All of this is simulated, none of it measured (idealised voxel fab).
Process module in this document: voxel self aligned vias
This is section cut - it's 210 nm across, gridded in 5 nm square cells.
Reading order for cross-sections: top band down to bottom band. Underlying form: a grid of square cells. Band size: one or more rows of cells.
Heights first: top, then bottom, in nm. Then materials, left to right, each with a width in nm. "throughout" on a single material: fills the band edge to edge. "blank": empty space.
All heights in this document are referenced to 0, defined as the level beneath which the wafer, as received, consists entirely of one material. The lowest band is not bounded below; it extends indefinitely downward and is written in the form "from 0 down".
Width "30->40": first value at the band's top row of cells, second value at its bottom row, equal change from row to row.
"identical to before" after a step means that no cell of the cross-section changed.
"Closed void listing" means: voids of 8 cells or more that are shut off from the top with no open way through. Written width x height at distance, distance from the left edge, in nm.
Note: text after step settings on the step line = simulator remark on that step.
overlay nm: mask offset rightward from planned place, masked step; negative means leftward offset.
So here's the lineup of process steps we planned:
1: RECEIVE | material Si
2: CONFORMAL_DEP | material SiO2 | thk nm 10
3: CONFORMAL_DEP | material SiCN | thk nm 5
4: DIRECTIONAL_DEP | material lowk | thk nm 25
5: MASKED_ETCH | tone open | mask id LINES | width nm 30 | pitch nm 60 | etch materials lowk | depth nm 25 | overlay nm 0
6: CONFORMAL_DEP | material TiN | thk nm 5
7: FILL_DEP | material W | thk nm 10
8: CMP | height nm 40
9: SELECTIVE_ETCH | etch materials W Ru TiN | depth nm 10
10: FILL_DEP | material SiN | thk nm 10
11: CMP | height nm 40
12: DIRECTIONAL_DEP | material lowk | thk nm 20
13: MASKED_ETCH | tone open | mask id VIAS | width nm 40 | pitch nm 60 | etch materials lowk | depth nm 20 | overlay nm 0
14: MASKED_ETCH | tone open | mask id VIAS | width nm 40 | pitch nm 60 | etch materials SiN | depth nm 10 | overlay nm 0
15: CONFORMAL_DEP | material TiN | thk nm 5
16: FILL_DEP | material Ru | thk nm 5
17: CMP | height nm 60
18: CONFORMAL_DEP | material SiN | thk nm 5
So this is the incoming wafer in cross-section - it's already been through step 1:
* from 0 down = Si throughout
* Closed void listing: none
Wafer at module end, in section. Began as above, planned as above, run with one mistake:
* from 65 to 60 = SiN throughout
* from 60 to 45 = 25 nm lowk, then 5 nm TiN, then 30 nm Ru, then 5 nm TiN, then 20 nm lowk, then 5 nm TiN, then 30 nm Ru, then 5 nm TiN, then 20 nm lowk, then 5 nm TiN, then 30 nm Ru, then 5 nm TiN, then 25 nm lowk
* from 45 to 35 = 25->35 nm lowk, then 15->5 nm TiN, then 15 nm Ru, then 10->5 nm TiN, then 20->35 nm lowk, then 15->5 nm TiN, then 15 nm Ru, then 10->5 nm TiN, then 20->35 nm lowk, then 15->5 nm TiN, then 15 nm Ru, then 10->5 nm TiN, then 25->30 nm lowk
* from 35 to 30 = 35 nm lowk, then 25 nm TiN, then 35 nm lowk, then 25 nm TiN, then 35 nm lowk, then 25 nm TiN, then 30 nm lowk
* from 30 to 20 = 35 nm lowk, then 5 nm TiN, then 15 nm W, then 5 nm TiN, then 35 nm lowk, then 5 nm TiN, then 15 nm W, then 5 nm TiN, then 35 nm lowk, then 5 nm TiN, then 15 nm W, then 5 nm TiN, then 30 nm lowk
* from 20 to 15 = 35 nm lowk, then 25 nm TiN, then 35 nm lowk, then 25 nm TiN, then 35 nm lowk, then 25 nm TiN, then 30 nm lowk
* from 15 to 10 = SiCN throughout
* from 10 to 0 = SiO2 throughout
* from 0 down = Si throughout
* Closed void listing: none
Error vs. plan: step 5 was processed under conditions differing from the plan, specifically as MASKED_ETCH | tone open | mask id LINES | width nm 25 | pitch nm 60 | etch materials lowk | depth nm 25 | overlay nm 0
